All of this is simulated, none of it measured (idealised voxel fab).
process module | voxel ribs on slabs
FYI the section here is cut, 150 nm wide, cells are 5 nm squares.
For the purposes of this document, a cross-section shall be understood as a grid of square cells, specified as bands listed in top-to-bottom order, each band consisting of one or more rows of cells. For a band, the entry starts with two heights in nm, that of the top and then that of the bottom, and carries on with the band's materials in order from left to right, each alongside its width in nm; the word "everywhere" beside a single material means it fills the band edge to edge, and "air" means empty space. Beneath 0, the wafer as received is one material, and that level is where height counting begins. The lowest band goes on downward without a bottom; it is written like "0 and below". The width entry "30..40" should be interpreted row by row: the top row of cells in the band takes the first number, the bottom row takes the second number, and the change between adjacent rows is uniform throughout. "no modification" -> step changed no cross-section cell. Empty spaces without an open route to the top, at least 8 cells in extent, make up the entry "Voids, sealed"; each is given as width x height at distance, where the distance is measured from the left edge, and all are in nm. Formally, on a step line, whatever follows the settings is a remark that the simulator itself makes on the step. If you see "overlay nm" on a step's line and that step has a mask, it's telling you how far right of where it was planned the mask ended up; a negative number means it went left instead.

Set out below are the planned steps of the process:
1: RECEIVE, material Si
2: DIRECTIONAL_DEP, material SiO2, thk nm 30
3: DIRECTIONAL_DEP, material polySi, thk nm 20
4: DIRECTIONAL_DEP, material aC, thk nm 15
5: PATTERN, tone cover, mask id RIB, material resist, width nm 20, thk nm 30, overlay nm 0
6: DIRECTIONAL_ETCH, etch materials aC, depth nm 15
7: STRIP, etch materials resist
8: DIRECTIONAL_ETCH, etch materials polySi, depth nm 15
9: STRIP, etch materials aC
10: PATTERN, tone cover, mask id SLAB, material resist, width nm 60, thk nm 15, overlay nm 0
11: DIRECTIONAL_ETCH, etch materials polySi, depth nm 5
12: STRIP, etch materials resist
13: FILL_DEP, material SiO2, thk nm 25
14: CMP, height nm 65
15: DIRECTIONAL_DEP, material W, thk nm 5
16: PATTERN, tone cover, mask id HEATER, material resist, width nm 30, thk nm 15, overlay nm 0
17: DIRECTIONAL_ETCH, etch materials W, depth nm 5
18: STRIP, etch materials resist
19: CONFORMAL_DEP, material SiO2, thk nm 5

Cross-section, incoming material, after step 1:
    0 and below | Si everywhere
    Voids, sealed: none

Look at the cross-section after the module: the wafer started out the way shown above and the plan was the one shown above, yet one mistake was made along the way:
    75 down to 70 | 55 of air  40 of SiO2  55 of air
    70 down to 65 | 60 of SiO2  30 of W  60 of SiO2
    65 down to 50 | SiO2 everywhere
    50 down to 45 | 45 of SiO2  20 of polySi  20 of SiO2  20 of polySi  45 of SiO2
    45 down to 35 | 65 of polySi  20 of SiO2  65 of polySi
    35 down to 30 | polySi everywhere
    30 down to 0 | SiO2 everywhere
    0 and below | Si everywhere
    Voids, sealed: none
Short version of what went wrong: heads up, step 5 didn't go per plan, it actually ran as PATTERN, tone open, mask id RIB, material resist, width nm 20, thk nm 30, overlay nm 0
